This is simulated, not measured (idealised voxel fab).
process module | voxel air gaps
The cross-section shown here is cut; it is 225 nm wide and divided into square cells measuring 5 nm on a side.
Square cells in a grid make up a cross-section in this document, and the grid is given as bands, listed from the top down, each one or more rows of cells.
Top, bottom (nm), then materials left to right with widths (nm); lone material tagged "everywhere" fills the whole band edge to edge; "empty" = empty space.
We count height from 0. Below that, the starting wafer is all one material. The lowest band never ends at the bottom but goes on down; see "from 0 down" for how that is written.
Think of "30..40" as a width that walks from the first number to the second as you go down the band, top row to bottom row, taking equal-sized steps from row to row.
"left unchanged" after a step means that no cell of the cross-section changed.
"Fully sealed voids" lists enclosed empty spaces (at least 8 cells, no open path upward to the top), each as width x height at distance from the left edge, in nm.
Anything after a step's settings on that line? It's the simulator's own note about the step.
overlay nm: step with mask; distance mask lay right of planned place; negative value = left of planned place.
### Steps planned for the process
1 RECEIVE [material Si]
2 CONFORMAL_DEP [material SiO2] [thk nm 10]
3 CONFORMAL_DEP [material SiCN] [thk nm 5]
4 DIRECTIONAL_DEP [material SiO2] [thk nm 35]
5 MASKED_ETCH [tone open] [mask id LINES] [width nm 15] [pitch nm 40] [etch materials SiO2] [depth nm 35] [overlay nm 0]
6 CONFORMAL_DEP [material TiN] [thk nm 5]
7 FILL_DEP [material Cu] [thk nm 5]
8 CMP [height nm 50]
9 EPI [material Ru] [thk nm 10]
10 SELECTIVE_ETCH [etch materials SiO2] [depth nm 45]
11 CONFORMAL_DEP [material SiCN] [thk nm 5]
### Below: the first of two wafers, run as planned
### So this is the incoming wafer in cross-section - it's already been through step 1
* from 0 down | Si everywhere
* Fully sealed voids: none
### Sectional view: wafer, after step 2
* from 10 to 0 | SiO2 everywhere
* Lower than 0, everything is as it was.
### Sectional view: wafer, after step 3
* from 15 to 10 | SiCN everywhere
* Lower than 10, everything is as it was.
### Sectional view: wafer, after step 4
* from 50 to 15 | SiO2 everywhere
* Lower than 15, everything is as it was.
### Sectional view: wafer, after step 5
* from 50 to 15 | SiO2 65 | empty 15 | SiO2 25 | empty 15 | SiO2 25 | empty 15 | SiO2 65
* Lower than 15, everything is as it was.
### Sectional view: wafer, after step 6
* from 55 to 50 | TiN 70 | empty 5 | TiN 35 | empty 5 | TiN 35 | empty 5 | TiN 70
* from 50 to 20 | SiO2 65 | TiN 5 | empty 5 | TiN 5 | SiO2 25 | TiN 5 | empty 5 | TiN 5 | SiO2 25 | TiN 5 | empty 5 | TiN 5 | SiO2 65
* from 20 to 15 | SiO2 65 | TiN 15 | SiO2 25 | TiN 15 | SiO2 25 | TiN 15 | SiO2 65
* Lower than 15, everything is as it was.
### Sectional view: wafer, after step 7
* from 60 to 55 | Cu everywhere
* from 55 to 50 | TiN 70 | Cu 5 | TiN 35 | Cu 5 | TiN 35 | Cu 5 | TiN 70
* from 50 to 20 | SiO2 65 | TiN 5 | Cu 5 | TiN 5 | SiO2 25 | TiN 5 | Cu 5 | TiN 5 | SiO2 25 | TiN 5 | Cu 5 | TiN 5 | SiO2 65
* Lower than 20, everything is as it was.
### Sectional view: wafer, after step 8
* from 50 to 20 | SiO2 65 | TiN 5 | Cu 5 | TiN 5 | SiO2 25 | TiN 5 | Cu 5 | TiN 5 | SiO2 25 | TiN 5 | Cu 5 | TiN 5 | SiO2 65
* Lower than 20, everything is as it was.
### Sectional view: wafer, after step 9
* from 60 to 50 | empty 55 | Ru 35 | empty 5 | Ru 35 | empty 5 | Ru 35 | empty 55
* Lower than 50, everything is as it was.
### Sectional view: wafer, after step 10
* from 60 to 50 | empty 55 | Ru 35 | empty 5 | Ru 35 | empty 5 | Ru 35 | empty 55
* from 50 to 20 | empty 65 | TiN 5 | Cu 5 | TiN 5 | empty 25 | TiN 5 | Cu 5 | TiN 5 | empty 25 | TiN 5 | Cu 5 | TiN 5 | empty 65
* from 20 to 15 | empty 65 | TiN 15 | empty 25 | TiN 15 | empty 25 | TiN 15 | empty 65
* Lower than 15, everything is as it was.
### Sectional view: wafer, after step 11
* from 65 to 60 | empty 50 | SiCN 125 | empty 50
* from 60 to 50 | empty 50 | SiCN 5 | Ru 35 | SiCN 5 | Ru 35 | SiCN 5 | Ru 35 | SiCN 5 | empty 50
* from 50 to 45 | empty 50 | SiCN 15 | TiN 5 | Cu 5 | TiN 5 | SiCN 25 | TiN 5 | Cu 5 | TiN 5 | SiCN 25 | TiN 5 | Cu 5 | TiN 5 | SiCN 15 | empty 50
* from 45 to 20 | empty 60 | SiCN 5 | TiN 5 | Cu 5 | TiN 5 | SiCN 5 | empty 15 | SiCN 5 | TiN 5 | Cu 5 | TiN 5 | SiCN 5 | empty 15 | SiCN 5 | TiN 5 | Cu 5 | TiN 5 | SiCN 5 | empty 60
* from 20 to 15 | SiCN 65 | TiN 15 | SiCN 25 | TiN 15 | SiCN 25 | TiN 15 | SiCN 65
* Lower than 15, everything is as it was.
* Fully sealed voids: 15 x 25 at 85; 15 x 25 at 125
### Second of two: same start, same plan, one run error; steps up to and including 4 match the first
### Here is the second wafer in cross-section at the point where step 5 of the plan should have been done
* from 50 to 15 | SiO2 60 | empty 25 | SiO2 15 | empty 25 | SiO2 15 | empty 25 | SiO2 60
* Lower than 15, everything is as it was.
### Here is the second wafer in cross-section at the point where step 6 of the plan should have been done
* from 55 to 50 | TiN 65 | empty 15 | TiN 25 | empty 15 | TiN 25 | empty 15 | TiN 65
* from 50 to 20 | SiO2 60 | TiN 5 | empty 15 | TiN 5 | SiO2 15 | TiN 5 | empty 15 | TiN 5 | SiO2 15 | TiN 5 | empty 15 | TiN 5 | SiO2 60
* from 20 to 15 | SiO2 60 | TiN 25 | SiO2 15 | TiN 25 | SiO2 15 | TiN 25 | SiO2 60
* Lower than 15, everything is as it was.
### Here is the second wafer in cross-section at the point where step 7 of the plan should have been done
* from 60 to 55 | Cu everywhere
* from 55 to 50 | TiN 65 | Cu 15 | TiN 25 | Cu 15 | TiN 25 | Cu 15 | TiN 65
* from 50 to 20 | SiO2 60 | TiN 5 | Cu 15 | TiN 5 | SiO2 15 | TiN 5 | Cu 15 | TiN 5 | SiO2 15 | TiN 5 | Cu 15 | TiN 5 | SiO2 60
* Lower than 20, everything is as it was.
### Here is the second wafer in cross-section at the point where step 8 of the plan should have been done
* from 50 to 20 | SiO2 60 | TiN 5 | Cu 15 | TiN 5 | SiO2 15 | TiN 5 | Cu 15 | TiN 5 | SiO2 15 | TiN 5 | Cu 15 | TiN 5 | SiO2 60
* Lower than 20, everything is as it was.
### Here is the second wafer in cross-section at the point where step 9 of the plan should have been done
* from 60 to 50 | empty 50 | Ru 125 | empty 50
* Lower than 50, everything is as it was.
### Here is the second wafer in cross-section at the point where step 10 of the plan should have been done
* from 60 to 50 | empty 50 | Ru 125 | empty 50
* from 50 to 20 | empty 60 | TiN 5 | Cu 15 | TiN 5 | SiO2 15 | TiN 5 | Cu 15 | TiN 5 | SiO2 15 | TiN 5 | Cu 15 | TiN 5 | empty 60
* from 20 to 15 | empty 60 | TiN 25 | SiO2 15 | TiN 25 | SiO2 15 | TiN 25 | empty 60
* Lower than 15, everything is as it was.
### Here is the second wafer in cross-section at the point where step 11 of the plan should have been done
* from 65 to 60 | empty 45 | SiCN 135 | empty 45
* from 60 to 50 | empty 45 | SiCN 5 | Ru 125 | SiCN 5 | empty 45
* from 50 to 45 | empty 45 | SiCN 15 | TiN 5 | Cu 15 | TiN 5 | SiO2 15 | TiN 5 | Cu 15 | TiN 5 | SiO2 15 | TiN 5 | Cu 15 | TiN 5 | SiCN 15 | empty 45
* from 45 to 20 | empty 55 | SiCN 5 | TiN 5 | Cu 15 | TiN 5 | SiO2 15 | TiN 5 | Cu 15 | TiN 5 | SiO2 15 | TiN 5 | Cu 15 | TiN 5 | SiCN 5 | empty 55
* from 20 to 15 | SiCN 60 | TiN 25 | SiO2 15 | TiN 25 | SiO2 15 | TiN 25 | SiCN 60
* Lower than 15, everything is as it was.
The mistake made against the process plan was this: step 5 changed vs plan, executed as MASKED_ETCH [tone open] [mask id LINES] [width nm 25] [pitch nm 40] [etch materials SiO2] [depth nm 35] [overlay nm 0]
FYI, end of process, the second wafer has more or fewer cells of some materials than the first: 36 more of Cu; 8 more of Ru; 44 fewer of SiCN; 42 more of SiO2; 6 more of TiN
The closed voids present at the end amount to 2 for the first wafer and 0 for the second wafer.
